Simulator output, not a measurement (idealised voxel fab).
process module | voxel capacitor over wiring
cross-section cut | 215 nm wide | cells 5 nm
A cross-section is a grid of square cells, given in bands from the top down. A band is one or more rows of cells.
Each band's line starts with the height of the band's top and of its bottom, in nm. Then come its materials from left to right, each with its width in nm. One material with "throughout" fills the band from edge to edge. "air" is empty space.
Height 0 is the level under which the wafer as received is all one material. The lowest band goes on downwards, as in "0 down".
A width such as "30 to 40" changes by the same amount from each row of cells to the next, from the band's top row to its bottom row.
"no change" after a step means that no cell of the cross-section changed.
closed voids: empty space of 8 cells or more with no open way to the top, each as width x height at its distance from the left edge, in nm
after a step's settings: what the simulator itself notes on the step
overlay nm, on a step with a mask: how far to the right of its planned place the mask lay; to the left if negative
plan
1 op RECEIVE | material Si
2 op CONFORMAL_DEP | material SiO2 | thk nm 10
3 op DIRECTIONAL_DEP | material TiN | thk nm 5
4 op DIRECTIONAL_DEP | material Ru | thk nm 20
5 op DIRECTIONAL_DEP | material aC | thk nm 15
6 op PATTERN | tone cover | mask id METAL_1 | material resist | width nm 30 | pitch nm 95 | thk nm 30 | overlay nm 0
7 op DIRECTIONAL_ETCH | etch materials aC | depth nm 15
8 op STRIP | etch materials resist
9 op DIRECTIONAL_ETCH | etch materials Ru | depth nm 20
10 op DIRECTIONAL_ETCH | etch materials TiN | depth nm 5
11 op STRIP | etch materials aC
12 op CONFORMAL_DEP | material SiN | thk nm 5
13 op FILL_DEP | material lowk | thk nm 10
14 op CMP | height nm 35
15 op CONFORMAL_DEP | material SiCN | thk nm 5
16 op DIRECTIONAL_DEP | material SiO2 | thk nm 20
17 op MASKED_ETCH | tone open | mask id PLUG_1 | width nm 15 | etch materials SiO2 | depth nm 20 | overlay nm 0
18 op MASKED_ETCH | tone open | mask id PLUG_1 | width nm 15 | etch materials SiCN | depth nm 5 | overlay nm 0
19 op CONFORMAL_DEP | material TiN | thk nm 5
20 op FILL_DEP | material Ru | thk nm 5
21 op CMP | height nm 60
22 op DIRECTIONAL_DEP | material TiN | thk nm 5
23 op DIRECTIONAL_DEP | material HfO2 | thk nm 5
24 op DIRECTIONAL_DEP | material TiN | thk nm 5
25 op PATTERN | tone cover | mask id UPPER_PLATE | material resist | width nm 70 | thk nm 15 | overlay nm 0
26 op DIRECTIONAL_ETCH | etch materials TiN | depth nm 5
27 op DIRECTIONAL_ETCH | etch materials HfO2 | depth nm 5
28 op STRIP | etch materials resist
29 op PATTERN | tone cover | mask id LOWER_PLATE | material resist | width nm 80 | thk nm 20 | overlay nm 0
30 op DIRECTIONAL_ETCH | etch materials TiN | depth nm 5
31 op STRIP | etch materials resist
32 op FILL_DEP | material SiO2 | thk nm 20
33 op CMP | height nm 90
34 op PATTERN | tone open | mask id PLUG_2 | material resist | width nm 15 | thk nm 20 | overlay nm 0
35 op DIRECTIONAL_ETCH | etch materials SiO2 | depth nm 15
36 op STRIP | etch materials resist
37 op CONFORMAL_DEP | material TiN | thk nm 5
38 op FILL_DEP | material Cu | thk nm 10
39 op CMP | height nm 90
40 op CONFORMAL_DEP | material SiCN | thk nm 5
as received, after step 1
  0 down: Si throughout
  closed voids: none
a wafer at the end: this start, this plan, one mistake
  95 to 90: SiCN throughout
  90 to 80: SiO2 70 | TiN 5 | Cu 5 | TiN 5 | SiO2 130
  80 to 70: SiO2 70 to 60 | TiN 15 to 70 | SiO2 130 to 85
  70 to 65: SiO2 60 | HfO2 70 | SiO2 85
  65 to 60: SiO2 55 | TiN 80 | SiO2 80
  60 to 40: SiO2 60 | TiN 5 | Ru 5 | TiN 5 | SiO2 140
  40 to 35: SiCN 60 | TiN 15 | SiCN 140
  35 to 25: lowk 40 | SiN 5 | Ru 30 | SiN 5 | lowk 55 | SiN 5 | Ru 30 | SiN 5 | lowk 40
  25 to 20: SiN 45 | TiN 30 | SiN 65 | TiN 30 | SiN 45
  20 to 10: TiN throughout
  10 to 0: SiO2 throughout
  0 down: Si throughout
  closed voids: none
what went wrong: step 3 ran as: op DIRECTIONAL_DEP | material TiN | thk nm 15
